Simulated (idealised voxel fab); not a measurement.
Name of the process module below: voxel gate over fins
Square cells of 5 nm make up the cross-section cut, whose width is 190 nm.
Just so we're on the same page, the cross-sections are grids of square cells, and they're listed out in bands top to bottom, each band one or more rows deep.
This entry defines a band. It first specifies the height of the band's top and the height of its bottom in nm, and then specifies the band's materials from left to right, stating each material with its width in nm. The word "everywhere" identifies a single material that fills the band from edge to edge, while the word "air" identifies empty space.
Ref level 0: as-received wafer is one material below here. Bottom band extends down with no lower bound ("z 0 and below").
A two-number width, for instance "30 to 40", indicates that the width is equal to the first number in the top row of the band and to the second number in the bottom row, and that it changes by a constant amount per row of cells.
It should be understood that the words "no alteration", when stated for a given step, signify that the cross-section underwent no change in any of its cells during that step.
"Closed cavities": sealed empty spaces, 8 cells or more, no open way to top, listed width x height at distance, with distance from the left edge and width, height and distance in nm.
Step line, after settings: the simulator's comment on this step.
overlay nm: right-of-plan distance of the mask on a masked step; negative values mean left-of-plan.
## Planned step list for the process
1 RECEIVE [material Si]
2 CONFORMAL_DEP [material SiN] [thk nm 5]
3 MASKED_ETCH [tone cover] [mask id FINS] [width nm 15] [pitch nm 50] [etch materials SiN] [depth nm 5] [overlay nm 0]
4 MASKED_ETCH [tone cover] [mask id FINS] [width nm 15] [pitch nm 50] [etch materials Si] [depth nm 30] [overlay nm 0]
5 FILL_DEP [material SiO2] [thk nm 5]
6 CMP [height nm 5]
7 DIRECTIONAL_DEP [material aC] [thk nm 15]
8 PATTERN [tone open] [mask id RAIL] [material resist] [width nm 15] [thk nm 30] [overlay nm 0]
9 DIRECTIONAL_ETCH [etch materials aC] [depth nm 15]
10 STRIP [etch materials resist]
11 DIRECTIONAL_ETCH [etch materials SiO2] [depth nm 30]
12 STRIP [etch materials aC]
13 CONFORMAL_DEP [material TiN] [thk nm 5]
14 FILL_DEP [material W] [thk nm 5]
15 CMP [height nm 5]
16 SELECTIVE_ETCH [etch materials W Ru TiN] [depth nm 25]
17 FILL_DEP [material SiO2] [thk nm 5]
18 CMP [height nm 5]
19 SELECTIVE_ETCH [etch materials SiO2] [depth nm 15]
20 STRIP [etch materials SiN]
21 CONFORMAL_DEP [material HfO2] [thk nm 5]
22 CONFORMAL_DEP [material TiN] [thk nm 5]
23 FILL_DEP [material W] [thk nm 15]
24 CMP [height nm 20]
25 CONFORMAL_DEP [material SiCN] [thk nm 5]
## First out of two wafers; run went to plan
## As-received wafer cross-section (after step 1)
* z 0 and below = Si everywhere
* Closed cavities: none
## Wafer xsec, post step 2
* z 5 to 0 = SiN everywhere
* Below 0, the layers are the same as they were.
## Wafer xsec, post step 3
* z 5 to 0 = 35 air; 15 SiN; 35 air; 15 SiN; 35 air; 15 SiN; 40 air
* Below 0, the layers are the same as they were.
## Wafer xsec, post step 4
* z 5 to 0 = 35 air; 15 SiN; 35 air; 15 SiN; 35 air; 15 SiN; 40 air
* z 0 to -30 = 35 air; 15 Si; 35 air; 15 Si; 35 air; 15 Si; 40 air
* Below -30, the layers are the same as they were.
## Wafer xsec, post step 5
* z 10 to 5 = SiO2 everywhere
* z 5 to 0 = 35 SiO2; 15 SiN; 35 SiO2; 15 SiN; 35 SiO2; 15 SiN; 40 SiO2
* z 0 to -30 = 35 SiO2; 15 Si; 35 SiO2; 15 Si; 35 SiO2; 15 Si; 40 SiO2
* Below -30, the layers are the same as they were.
## Wafer xsec, post step 6
* z 5 to 0 = 35 SiO2; 15 SiN; 35 SiO2; 15 SiN; 35 SiO2; 15 SiN; 40 SiO2
* Below 0, the layers are the same as they were.
## Wafer xsec, post step 7
* z 20 to 5 = aC everywhere
* Below 5, the layers are the same as they were.
## Wafer xsec, post step 8
* z 50 to 20 = 60 resist; 15 air; 115 resist
* Below 20, the layers are the same as they were.
## Wafer xsec, post step 9
* z 35 to 20 = 60 resist; 15 air; 115 resist
* z 20 to 5 = 60 aC; 15 air; 115 aC
* Below 5, the layers are the same as they were.
## Wafer xsec, post step 10
* z 20 to 5 = 60 aC; 15 air; 115 aC
* Below 5, the layers are the same as they were.
## Wafer xsec, post step 11
* z 20 to 5 = 60 aC; 15 air; 115 aC
* z 5 to 0 = 35 SiO2; 15 SiN; 10 SiO2; 15 air; 10 SiO2; 15 SiN; 35 SiO2; 15 SiN; 40 SiO2
* z 0 to -25 = 35 SiO2; 15 Si; 10 SiO2; 15 air; 10 SiO2; 15 Si; 35 SiO2; 15 Si; 40 SiO2
* Below -25, the layers are the same as they were.
## Wafer xsec, post step 12
* z 5 to 0 = 35 SiO2; 15 SiN; 10 SiO2; 15 air; 10 SiO2; 15 SiN; 35 SiO2; 15 SiN; 40 SiO2
* Below 0, the layers are the same as they were.
## Wafer xsec, post step 13
* z 10 to 5 = 65 TiN; 5 air; 120 TiN
* z 5 to 0 = 35 SiO2; 15 SiN; 10 SiO2; 5 TiN; 5 air; 5 TiN; 10 SiO2; 15 SiN; 35 SiO2; 15 SiN; 40 SiO2
* z 0 to -20 = 35 SiO2; 15 Si; 10 SiO2; 5 TiN; 5 air; 5 TiN; 10 SiO2; 15 Si; 35 SiO2; 15 Si; 40 SiO2
* z -20 to -25 = 35 SiO2; 15 Si; 10 SiO2; 15 TiN; 10 SiO2; 15 Si; 35 SiO2; 15 Si; 40 SiO2
* Below -25, the layers are the same as they were.
## Wafer xsec, post step 14
* z 15 to 10 = W everywhere
* z 10 to 5 = 65 TiN; 5 W; 120 TiN
* z 5 to 0 = 35 SiO2; 15 SiN; 10 SiO2; 5 TiN; 5 W; 5 TiN; 10 SiO2; 15 SiN; 35 SiO2; 15 SiN; 40 SiO2
* z 0 to -20 = 35 SiO2; 15 Si; 10 SiO2; 5 TiN; 5 W; 5 TiN; 10 SiO2; 15 Si; 35 SiO2; 15 Si; 40 SiO2
* Below -20, the layers are the same as they were.
## Wafer xsec, post step 15
* z 5 to 0 = 35 SiO2; 15 SiN; 10 SiO2; 5 TiN; 5 W; 5 TiN; 10 SiO2; 15 SiN; 35 SiO2; 15 SiN; 40 SiO2
* Below 0, the layers are the same as they were.
## Wafer xsec, post step 16
* z 5 to 0 = 35 SiO2; 15 SiN; 10 SiO2; 15 air; 10 SiO2; 15 SiN; 35 SiO2; 15 SiN; 40 SiO2
* z 0 to -20 = 35 SiO2; 15 Si; 10 SiO2; 15 air; 10 SiO2; 15 Si; 35 SiO2; 15 Si; 40 SiO2
* Below -20, the layers are the same as they were.
## Wafer xsec, post step 17
* z 10 to 5 = SiO2 everywhere
* z 5 to 0 = 35 SiO2; 15 SiN; 35 SiO2; 15 SiN; 35 SiO2; 15 SiN; 40 SiO2
* z 0 to -20 = 35 SiO2; 15 Si; 35 SiO2; 15 Si; 35 SiO2; 15 Si; 40 SiO2
* Below -20, the layers are the same as they were.
## Wafer xsec, post step 18
* z 5 to 0 = 35 SiO2; 15 SiN; 35 SiO2; 15 SiN; 35 SiO2; 15 SiN; 40 SiO2
* Below 0, the layers are the same as they were.
## Wafer xsec, post step 19
* z 5 to 0 = 35 air; 15 SiN; 35 air; 15 SiN; 35 air; 15 SiN; 40 air
* z 0 to -10 = 35 air; 15 Si; 35 air; 15 Si; 35 air; 15 Si; 40 air
* Below -10, the layers are the same as they were.
## Wafer xsec, post step 20
* z 0 to -10 = 35 air; 15 Si; 35 air; 15 Si; 35 air; 15 Si; 40 air
* Below -10, the layers are the same as they were.
## Wafer xsec, post step 21
* z 5 to 0 = 30 air; 25 HfO2; 25 air; 25 HfO2; 25 air; 25 HfO2; 35 air
* z 0 to -5 = 30 air; 5 HfO2; 15 Si; 5 HfO2; 25 air; 5 HfO2; 15 Si; 5 HfO2; 25 air; 5 HfO2; 15 Si; 5 HfO2; 35 air
* z -5 to -10 = 35 HfO2; 15 Si; 35 HfO2; 15 Si; 35 HfO2; 15 Si; 40 HfO2
* Below -10, the layers are the same as they were.
## Wafer xsec, post step 22
* z 10 to 5 = 25 air; 35 TiN; 15 air; 35 TiN; 15 air; 35 TiN; 30 air
* z 5 to 0 = 25 air; 5 TiN; 25 HfO2; 5 TiN; 15 air; 5 TiN; 25 HfO2; 5 TiN; 15 air; 5 TiN; 25 HfO2; 5 TiN; 30 air
* z 0 to -5 = 30 TiN; 5 HfO2; 15 Si; 5 HfO2; 25 TiN; 5 HfO2; 15 Si; 5 HfO2; 25 TiN; 5 HfO2; 15 Si; 5 HfO2; 35 TiN
* Below -5, the layers are the same as they were.
## Wafer xsec, post step 23
* z 25 to 10 = W everywhere
* z 10 to 5 = 25 W; 35 TiN; 15 W; 35 TiN; 15 W; 35 TiN; 30 W
* z 5 to 0 = 25 W; 5 TiN; 25 HfO2; 5 TiN; 15 W; 5 TiN; 25 HfO2; 5 TiN; 15 W; 5 TiN; 25 HfO2; 5 TiN; 30 W
* Below 0, the layers are the same as they were.
## Wafer xsec, post step 24
* z 20 to 10 = W everywhere
* Below 10, the layers are the same as they were.
## Wafer xsec, post step 25
* z 25 to 20 = SiCN everywhere
* Below 20, the layers are the same as they were.
## Here the second wafer is described. Its start and its plan were those of the first wafer. Its run contained one mistake. Up to and including step 3, it did exactly what the first wafer did
## Cross-sectional representation of the second wafer at the time designated in the plan for the completion of step 4
* z 5 to 0 = 35 air; 15 SiN; 35 air; 15 SiN; 35 air; 15 SiN; 40 air
* z 0 to -60 = 35 air; 15 Si; 35 air; 15 Si; 35 air; 15 Si; 40 air
* Below -60, the layers are the same as they were.
## Cross-sectional representation of the second wafer at the time designated in the plan for the completion of step 5
* z 10 to 5 = SiO2 everywhere
* z 5 to 0 = 35 SiO2; 15 SiN; 35 SiO2; 15 SiN; 35 SiO2; 15 SiN; 40 SiO2
* z 0 to -60 = 35 SiO2; 15 Si; 35 SiO2; 15 Si; 35 SiO2; 15 Si; 40 SiO2
* Below -60, the layers are the same as they were.
## Cross-sectional representation of the second wafer at the time designated in the plan for the completion of step 6
* z 5 to 0 = 35 SiO2; 15 SiN; 35 SiO2; 15 SiN; 35 SiO2; 15 SiN; 40 SiO2
* Below 0, the layers are the same as they were.
## Cross-sectional representation of the second wafer at the time designated in the plan for the completion of step 7
* z 20 to 5 = aC everywhere
* Below 5, the layers are the same as they were.
## Cross-sectional representation of the second wafer at the time designated in the plan for the completion of step 8
* z 50 to 20 = 60 resist; 15 air; 115 resist
* Below 20, the layers are the same as they were.
## Cross-sectional representation of the second wafer at the time designated in the plan for the completion of step 9
* z 35 to 20 = 60 resist; 15 air; 115 resist
* z 20 to 5 = 60 aC; 15 air; 115 aC
* Below 5, the layers are the same as they were.
## Cross-sectional representation of the second wafer at the time designated in the plan for the completion of step 10
* z 20 to 5 = 60 aC; 15 air; 115 aC
* Below 5, the layers are the same as they were.
## Cross-sectional representation of the second wafer at the time designated in the plan for the completion of step 11
* z 20 to 5 = 60 aC; 15 air; 115 aC
* z 5 to 0 = 35 SiO2; 15 SiN; 10 SiO2; 15 air; 10 SiO2; 15 SiN; 35 SiO2; 15 SiN; 40 SiO2
* z 0 to -25 = 35 SiO2; 15 Si; 10 SiO2; 15 air; 10 SiO2; 15 Si; 35 SiO2; 15 Si; 40 SiO2
* Below -25, the layers are the same as they were.
## Cross-sectional representation of the second wafer at the time designated in the plan for the completion of step 12
* z 5 to 0 = 35 SiO2; 15 SiN; 10 SiO2; 15 air; 10 SiO2; 15 SiN; 35 SiO2; 15 SiN; 40 SiO2
* Below 0, the layers are the same as they were.
## Cross-sectional representation of the second wafer at the time designated in the plan for the completion of step 13
* z 10 to 5 = 65 TiN; 5 air; 120 TiN
* z 5 to 0 = 35 SiO2; 15 SiN; 10 SiO2; 5 TiN; 5 air; 5 TiN; 10 SiO2; 15 SiN; 35 SiO2; 15 SiN; 40 SiO2
* z 0 to -20 = 35 SiO2; 15 Si; 10 SiO2; 5 TiN; 5 air; 5 TiN; 10 SiO2; 15 Si; 35 SiO2; 15 Si; 40 SiO2
* z -20 to -25 = 35 SiO2; 15 Si; 10 SiO2; 15 TiN; 10 SiO2; 15 Si; 35 SiO2; 15 Si; 40 SiO2
* Below -25, the layers are the same as they were.
## Cross-sectional representation of the second wafer at the time designated in the plan for the completion of step 14
* z 15 to 10 = W everywhere
* z 10 to 5 = 65 TiN; 5 W; 120 TiN
* z 5 to 0 = 35 SiO2; 15 SiN; 10 SiO2; 5 TiN; 5 W; 5 TiN; 10 SiO2; 15 SiN; 35 SiO2; 15 SiN; 40 SiO2
* z 0 to -20 = 35 SiO2; 15 Si; 10 SiO2; 5 TiN; 5 W; 5 TiN; 10 SiO2; 15 Si; 35 SiO2; 15 Si; 40 SiO2
* Below -20, the layers are the same as they were.
## Cross-sectional representation of the second wafer at the time designated in the plan for the completion of step 15
* z 5 to 0 = 35 SiO2; 15 SiN; 10 SiO2; 5 TiN; 5 W; 5 TiN; 10 SiO2; 15 SiN; 35 SiO2; 15 SiN; 40 SiO2
* Below 0, the layers are the same as they were.
## Cross-sectional representation of the second wafer at the time designated in the plan for the completion of step 16
* z 5 to 0 = 35 SiO2; 15 SiN; 10 SiO2; 15 air; 10 SiO2; 15 SiN; 35 SiO2; 15 SiN; 40 SiO2
* z 0 to -20 = 35 SiO2; 15 Si; 10 SiO2; 15 air; 10 SiO2; 15 Si; 35 SiO2; 15 Si; 40 SiO2
* Below -20, the layers are the same as they were.
## Cross-sectional representation of the second wafer at the time designated in the plan for the completion of step 17
* z 10 to 5 = SiO2 everywhere
* z 5 to 0 = 35 SiO2; 15 SiN; 35 SiO2; 15 SiN; 35 SiO2; 15 SiN; 40 SiO2
* z 0 to -20 = 35 SiO2; 15 Si; 35 SiO2; 15 Si; 35 SiO2; 15 Si; 40 SiO2
* Below -20, the layers are the same as they were.
## Cross-sectional representation of the second wafer at the time designated in the plan for the completion of step 18
* z 5 to 0 = 35 SiO2; 15 SiN; 35 SiO2; 15 SiN; 35 SiO2; 15 SiN; 40 SiO2
* Below 0, the layers are the same as they were.
## Cross-sectional representation of the second wafer at the time designated in the plan for the completion of step 19
* z 5 to 0 = 35 air; 15 SiN; 35 air; 15 SiN; 35 air; 15 SiN; 40 air
* z 0 to -10 = 35 air; 15 Si; 35 air; 15 Si; 35 air; 15 Si; 40 air
* Below -10, the layers are the same as they were.
## Cross-sectional representation of the second wafer at the time designated in the plan for the completion of step 20
* z 0 to -10 = 35 air; 15 Si; 35 air; 15 Si; 35 air; 15 Si; 40 air
* Below -10, the layers are the same as they were.
## Cross-sectional representation of the second wafer at the time designated in the plan for the completion of step 21
* z 5 to 0 = 30 air; 25 HfO2; 25 air; 25 HfO2; 25 air; 25 HfO2; 35 air
* z 0 to -5 = 30 air; 5 HfO2; 15 Si; 5 HfO2; 25 air; 5 HfO2; 15 Si; 5 HfO2; 25 air; 5 HfO2; 15 Si; 5 HfO2; 35 air
* z -5 to -10 = 35 HfO2; 15 Si; 35 HfO2; 15 Si; 35 HfO2; 15 Si; 40 HfO2
* Below -10, the layers are the same as they were.
## Cross-sectional representation of the second wafer at the time designated in the plan for the completion of step 22
* z 10 to 5 = 25 air; 35 TiN; 15 air; 35 TiN; 15 air; 35 TiN; 30 air
* z 5 to 0 = 25 air; 5 TiN; 25 HfO2; 5 TiN; 15 air; 5 TiN; 25 HfO2; 5 TiN; 15 air; 5 TiN; 25 HfO2; 5 TiN; 30 air
* z 0 to -5 = 30 TiN; 5 HfO2; 15 Si; 5 HfO2; 25 TiN; 5 HfO2; 15 Si; 5 HfO2; 25 TiN; 5 HfO2; 15 Si; 5 HfO2; 35 TiN
* Below -5, the layers are the same as they were.
## Cross-sectional representation of the second wafer at the time designated in the plan for the completion of step 23
* z 25 to 10 = W everywhere
* z 10 to 5 = 25 W; 35 TiN; 15 W; 35 TiN; 15 W; 35 TiN; 30 W
* z 5 to 0 = 25 W; 5 TiN; 25 HfO2; 5 TiN; 15 W; 5 TiN; 25 HfO2; 5 TiN; 15 W; 5 TiN; 25 HfO2; 5 TiN; 30 W
* Below 0, the layers are the same as they were.
## Cross-sectional representation of the second wafer at the time designated in the plan for the completion of step 24
* z 20 to 10 = W everywhere
* Below 10, the layers are the same as they were.
## Cross-sectional representation of the second wafer at the time designated in the plan for the completion of step 25
* z 25 to 20 = SiCN everywhere
* Below 20, the layers are the same as they were.
So what did we get wrong on this run? yeah, plan step 4 got run twice
Wrapping up, a cell-based count of both wafers puts the second over or under the first for these materials: Si: 174 fewer; SiO2: 174 more
